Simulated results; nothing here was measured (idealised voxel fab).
process module | voxel wiring stack
cross-section cut | 250 nm wide | cells 5 nm
A cross-section is a grid of square cells, given in bands from the top down. A band is one or more rows of cells.
Each band's line starts with the height of the band's top and of its bottom, in nm. Then come its materials from left to right, each with its width in nm. One material with "throughout" fills the band from edge to edge. "air" is empty space.
Height 0 is the level under which the wafer as received is all one material. The lowest band goes on downwards, as in "0 down".
A width such as "30 to 40" changes by the same amount from each row of cells to the next, from the band's top row to its bottom row.
"no change" after a step means that no cell of the cross-section changed.
closed voids: empty space of 8 cells or more with no open way to the top, each as width x height at its distance from the left edge, in nm
after a step's settings: what the simulator itself notes on the step
overlay nm, on a step with a mask: how far to the right of its planned place the mask lay; to the left if negative
plan
1 op RECEIVE | material Si
2 op CONFORMAL_DEP | material SiO2 | thk nm 10
3 op DIRECTIONAL_DEP | material TiN | thk nm 5
4 op DIRECTIONAL_DEP | material W | thk nm 25
5 op PATTERN | tone cover | mask id METAL_1 | material resist | width nm 30 | pitch nm 55 | thk nm 20 | overlay nm 0
6 op DIRECTIONAL_ETCH | etch materials W | depth nm 25
7 op DIRECTIONAL_ETCH | etch materials TiN | depth nm 5
8 op STRIP | etch materials resist
9 op CONFORMAL_DEP | material SiN | thk nm 5
10 op FILL_DEP | material SiO2 | thk nm 10
11 op CMP | height nm 40
12 op CONFORMAL_DEP | material SiCN | thk nm 5
13 op DIRECTIONAL_DEP | material SiO2 | thk nm 30
14 op PATTERN | tone open | mask id METAL_2_HOLES | material resist | width nm 15 | pitch nm 55 | thk nm 20 | overlay nm 0
15 op DIRECTIONAL_ETCH | etch materials SiO2 | depth nm 30
16 op STRIP | etch materials resist
17 op PATTERN | tone open | mask id METAL_2 | material resist | width nm 30 | pitch nm 55 | thk nm 20 | overlay nm 0
18 op DIRECTIONAL_ETCH | etch materials SiO2 | depth nm 20
19 op DIRECTIONAL_ETCH | etch materials SiCN | depth nm 5
20 op STRIP | etch materials resist
21 op CONFORMAL_DEP | material TiN | thk nm 5
22 op FILL_DEP | material Ru | thk nm 5
23 op CMP | height nm 75
24 op CONFORMAL_DEP | material SiCN | thk nm 5
25 op DIRECTIONAL_DEP | material SiO2 | thk nm 35
26 op MASKED_ETCH | tone open | mask id METAL_3_HOLES | width nm 15 | pitch nm 55 | etch materials SiO2 | depth nm 35 | overlay nm 0
27 op MASKED_ETCH | tone open | mask id METAL_3 | width nm 30 | pitch nm 55 | etch materials SiO2 | depth nm 20 | overlay nm -15
28 op MASKED_ETCH | tone open | mask id METAL_3 | width nm 30 | pitch nm 55 | etch materials SiCN | depth nm 5 | overlay nm 0
29 op CONFORMAL_DEP | material TiN | thk nm 5
30 op FILL_DEP | material Cu | thk nm 10
31 op CMP | height nm 115
32 op CONFORMAL_DEP | material SiCN | thk nm 5
varied across the wafers: overlay nm of step 27. The plan shows the first wafer's value. All wafers start alike
first wafer as received, after step 1
  0 down: Si throughout
  closed voids: none
first wafer at the end, after step 32
  120 to 115: SiCN throughout
  115 to 100: SiO2 65 | TiN 5 | Cu 20 | TiN 5 | SiO2 25 | TiN 5 | Cu 20 | TiN 5 | SiO2 100
  100 to 95: SiO2 65 | TiN 20 | Cu 5 | TiN 5 | SiO2 25 | TiN 20 | Cu 5 | TiN 5 | SiO2 100
  95 to 80: SiO2 80 | TiN 5 | Cu 5 | TiN 5 | SiO2 40 | TiN 5 | Cu 5 | TiN 5 | SiO2 100
  80 to 75: SiCN 80 | TiN 15 | SiCN 40 | TiN 15 | SiCN 100
  75 to 60: SiO2 80 | TiN 5 | Ru 20 | TiN 5 | SiO2 25 | TiN 5 | Ru 20 | TiN 5 | SiO2 85
  60 to 55: SiO2 80 | TiN 5 | Ru 5 | TiN 20 | SiO2 25 | TiN 5 | Ru 5 | TiN 20 | SiO2 85
  55 to 45: SiO2 80 | TiN 5 | Ru 5 | TiN 5 | SiO2 40 | TiN 5 | Ru 5 | TiN 5 | SiO2 100
  45 to 40: SiCN 80 | TiN 15 | SiCN 40 | TiN 15 | SiCN 100
  40 to 15: SiO2 75 | SiN 5 | W 30 | SiN 5 | SiO2 15 | SiN 5 | W 30 | SiN 5 | SiO2 80
  15 to 10: SiN 80 | TiN 30 | SiN 25 | TiN 30 | SiN 85
  10 to 0: SiO2 throughout
  0 down: Si throughout
  closed voids: none
last wafer at the end
  120 to 115: SiCN throughout
  115 to 100: SiO2 80 | TiN 5 | Cu 35 | TiN 5 | SiO2 10 | TiN 5 | Cu 35 | TiN 5 | SiO2 70
  100 to 95: SiO2 80 | TiN 5 | Cu 5 | TiN 35 | SiO2 10 | TiN 5 | Cu 5 | TiN 35 | SiO2 70
  95 to 80: SiO2 80 | TiN 5 | Cu 5 | TiN 5 | SiO2 40 | TiN 5 | Cu 5 | TiN 5 | SiO2 100
  80 to 75: SiCN 80 | TiN 15 | SiCN 40 | TiN 15 | SiCN 100
  75 to 60: SiO2 80 | TiN 5 | Ru 20 | TiN 5 | SiO2 25 | TiN 5 | Ru 20 | TiN 5 | SiO2 85
  60 to 55: SiO2 80 | TiN 5 | Ru 5 | TiN 20 | SiO2 25 | TiN 5 | Ru 5 | TiN 20 | SiO2 85
  55 to 45: SiO2 80 | TiN 5 | Ru 5 | TiN 5 | SiO2 40 | TiN 5 | Ru 5 | TiN 5 | SiO2 100
  45 to 40: SiCN 80 | TiN 15 | SiCN 40 | TiN 15 | SiCN 100
  40 to 15: SiO2 75 | SiN 5 | W 30 | SiN 5 | SiO2 15 | SiN 5 | W 30 | SiN 5 | SiO2 80
  15 to 10: SiN 80 | TiN 30 | SiN 25 | TiN 30 | SiN 85
  10 to 0: SiO2 throughout
  0 down: Si throughout
  closed voids: none
each wafer at the end: cells of each material gained (+) or lost (-) since it was received, then its closed voids
overlay nm -15 | +32 Cu | +30 Ru | +138 SiCN | +58 SiN | +794 SiO2 | +88 TiN | +60 W | closed voids: none
overlay nm -10 | +32 Cu | +30 Ru | +138 SiCN | +58 SiN | +794 SiO2 | +88 TiN | +60 W | closed voids: none
overlay nm -5 | +32 Cu | +30 Ru | +138 SiCN | +58 SiN | +794 SiO2 | +88 TiN | +60 W | closed voids: none
overlay nm 0 | +32 Cu | +30 Ru | +138 SiCN | +58 SiN | +794 SiO2 | +88 TiN | +60 W | closed voids: none
overlay nm 5 | +38 Cu | +30 Ru | +138 SiCN | +58 SiN | +786 SiO2 | +90 TiN | +60 W | closed voids: none
overlay nm 10 | +44 Cu | +30 Ru | +138 SiCN | +58 SiN | +778 SiO2 | +92 TiN | +60 W | closed voids: none
overlay nm 15 | +50 Cu | +30 Ru | +138 SiCN | +58 SiN | +770 SiO2 | +94 TiN | +60 W | closed voids: none
